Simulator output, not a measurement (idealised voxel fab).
Module name: voxel ribs on slabs (process module)
Xsec cut, 250 nm wide, square cell size 5 nm.
Just so we're on the same page, the cross-sections are grids of square cells, and they're listed out in bands top to bottom, each band one or more rows deep. Look at the band entry: it leads with the top's height and the bottom's height in nm. Then it lists the materials left to right, with a width in nm for each. The word "throughout" on a single material says that material fills the band edge to edge. The word "empty" is empty space. Counting heights begins at 0, where everything beneath is, in the wafer as received, one material. The lowest band has no bottom; it goes on downwards, as "0 -> down" shows. With a width like "30..40", each row of cells in the band differs from the next by the same amount, the top row carrying the first number and the bottom row the second. Basically "remained the same" means that step didn't change any cell in the cross-section. Voids not open to the top, 8 cells minimum: see "Internal closed voids". Written width x height at distance; distance is from the left edge; nm. Text after the settings on a step's line: the simulator's own remark on that step. Each step line may optionally specify "overlay nm", which for a step with a mask gives the rightward distance between the mask's planned place and where it lay, a negative value indicating the leftward direction.
Here's what the planned process steps look like:
- 1: RECEIVE with material Si
- 2: DIRECTIONAL_DEP with material SiO2, thk nm 25
- 3: DIRECTIONAL_DEP with material polySi, thk nm 15
- 4: PATTERN with tone cover, mask id RIB, material resist, width nm 30, thk nm 20, overlay nm 0
- 5: DIRECTIONAL_ETCH with etch materials polySi, depth nm 10
- 6: STRIP with etch materials resist
- 7: MASKED_ETCH with tone cover, mask id SLAB, width nm 90, etch materials polySi, depth nm 5, overlay nm 0
- 8: FILL_DEP with material SiO2, thk nm 25
- 9: CMP with height nm 60
- 10: DIRECTIONAL_DEP with material TiN, thk nm 5
- 11: MASKED_ETCH with tone cover, mask id HEATER, width nm 40, etch materials TiN, depth nm 5, overlay nm 0
- 12: CONFORMAL_DEP with material SiO2, thk nm 10
Cross-section of the wafer as it came to us, i.e., already through step 1:
	0 -> down | Si throughout
	Internal closed voids: none
The first of two wafers, cross-sectioned at the end of the module, with the run proceeding as planned:
	75 -> 70 | empty (95), then SiO2 (60), then empty (95)
	70 -> 65 | SiO2 throughout
	65 -> 60 | SiO2 (105), then TiN (40), then SiO2 (105)
	60 -> 40 | SiO2 throughout
	40 -> 30 | SiO2 (110), then polySi (30), then SiO2 (110)
	30 -> 25 | SiO2 (80), then polySi (90), then SiO2 (80)
	25 -> 0 | SiO2 throughout
	0 -> down | Si throughout
	Internal closed voids: none
Cross-section at end of module for the second wafer of two, which matched the first in starting point and plan and differed by one mistake in its processing:
	75 -> 70 | empty (95), then SiO2 (60), then empty (95)
	70 -> 65 | SiO2 throughout
	65 -> 60 | SiO2 (105), then TiN (40), then SiO2 (105)
	60 -> 35 | SiO2 throughout
	35 -> 30 | SiO2 (110), then polySi (30), then SiO2 (110)
	30 -> 25 | polySi (80), then SiO2 (30), then polySi (30), then SiO2 (30), then polySi (80)
	25 -> 0 | SiO2 throughout
	0 -> down | Si throughout
	Internal closed voids: none
Error vs. plan: so step 7 ended up running with a different setting than we planned, it ran as MASKED_ETCH with tone open, mask id SLAB, width nm 90, etch materials polySi, depth nm 5, overlay nm 0
It is noted that, at the conclusion of processing, the second wafer exhibits a higher or lower cell count for certain materials relative to the first: -14 SiO2; +14 polySi
